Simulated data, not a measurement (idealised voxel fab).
process module | voxel gate over fins
cross-section cut | 230 nm wide | cells 5 nm
A cross-section is a grid of square cells, given in bands from the top down. A band is one or more rows of cells.
Each band's line starts with the height of the band's top and of its bottom, in nm. Then come its materials from left to right, each with its width in nm. One material with "throughout" fills the band from edge to edge. "air" is empty space.
Height 0 is the level under which the wafer as received is all one material. The lowest band goes on downwards, as in "0 down".
A width such as "30 to 40" changes by the same amount from each row of cells to the next, from the band's top row to its bottom row.
"no change" after a step means that no cell of the cross-section changed.
closed voids: empty space of 8 cells or more with no open way to the top, each as width x height at its distance from the left edge, in nm
after a step's settings: what the simulator itself notes on the step
overlay nm, on a step with a mask: how far to the right of its planned place the mask lay; to the left if negative
plan
1 op RECEIVE | material Si
2 op CONFORMAL_DEP | material SiN | thk nm 10
3 op PATTERN | tone cover | mask id FINS | material resist | width nm 15 | pitch nm 40 | thk nm 15 | overlay nm 0
4 op DIRECTIONAL_ETCH | etch materials SiN | depth nm 10
5 op DIRECTIONAL_ETCH | etch materials Si | depth nm 40
6 op STRIP | etch materials resist
7 op OXIDIZE | depth nm 5
8 op FILL_DEP | material SiO2 | thk nm 15
9 op CMP | height nm 10
10 op SELECTIVE_ETCH | etch materials SiO2 | depth nm 20
11 op STRIP | etch materials SiN
12 op CONFORMAL_DEP | material HfO2 | thk nm 5
13 op CONFORMAL_DEP | material TiN | thk nm 5
14 op CONFORMAL_DEP | material TiAl | thk nm 5
15 op CONFORMAL_DEP | material TiN | thk nm 5
16 op FILL_DEP | material W | thk nm 10
17 op CMP | height nm 25
18 op CONFORMAL_DEP | material SiCN | thk nm 5
as received, after step 1
  0 down: Si throughout
  closed voids: none
first wafer at the end, as planned
  30 to 25: SiCN throughout
  25 to 20: W throughout
  20 to 15: W 50 | TiN 125 | W 55
  15 to 10: W 50 | TiN 5 | TiAl 35 | TiN 5 | TiAl 35 | TiN 5 | TiAl 35 | TiN 5 | W 55
  10 to 5: TiN 55 | TiAl 5 | TiN 25 | TiAl 5 | TiN 5 | TiAl 5 | TiN 25 | TiAl 5 | TiN 5 | TiAl 5 | TiN 25 | TiAl 5 | TiN 60
  5 to 0: TiAl 60 | TiN 5 | HfO2 15 | TiN 5 | TiAl 15 | TiN 5 | HfO2 15 | TiN 5 | TiAl 15 | TiN 5 | HfO2 15 | TiN 5 | TiAl 65
  0 to -5: TiN 65 | HfO2 5 | Si 5 | HfO2 5 | TiN 25 | HfO2 5 | Si 5 | HfO2 5 | TiN 25 | HfO2 5 | Si 5 | HfO2 5 | TiN 70
  -5 to -10: HfO2 70 | Si 5 | HfO2 35 | Si 5 | HfO2 35 | Si 5 | HfO2 75
  -10 to -45: SiO2 70 | Si 5 | SiO2 35 | Si 5 | SiO2 35 | Si 5 | SiO2 75
  -45 down: Si throughout
  closed voids: none
second wafer at the end: like start, like plan, one mistake
  30 to 25: SiCN throughout
  25 to 15: W throughout
  15 to 10: W 55 | TiN 35 | W 5 | TiN 35 | W 5 | TiN 35 | W 60
  10 to 5: W 55 | TiN 5 | TiAl 25 | TiN 5 | W 5 | TiN 5 | TiAl 25 | TiN 5 | W 5 | TiN 5 | TiAl 25 | TiN 5 | W 60
  5 to 0: TiN 60 | TiAl 5 | HfO2 15 | TiAl 5 | TiN 15 | TiAl 5 | HfO2 15 | TiAl 5 | TiN 15 | TiAl 5 | HfO2 15 | TiAl 5 | TiN 65
  0 to -5: TiAl 65 | HfO2 5 | Si 5 | HfO2 5 | TiAl 25 | HfO2 5 | Si 5 | HfO2 5 | TiAl 25 | HfO2 5 | Si 5 | HfO2 5 | TiAl 70
  -5 to -10: HfO2 70 | Si 5 | HfO2 35 | Si 5 | HfO2 35 | Si 5 | HfO2 75
  -10 to -45: SiO2 70 | Si 5 | SiO2 35 | Si 5 | SiO2 35 | Si 5 | SiO2 75
  -45 down: Si throughout
  closed voids: none
what went wrong: step 13 was left out
at the end the second wafer has, in cells: 54 fewer of TiN | 54 more of W
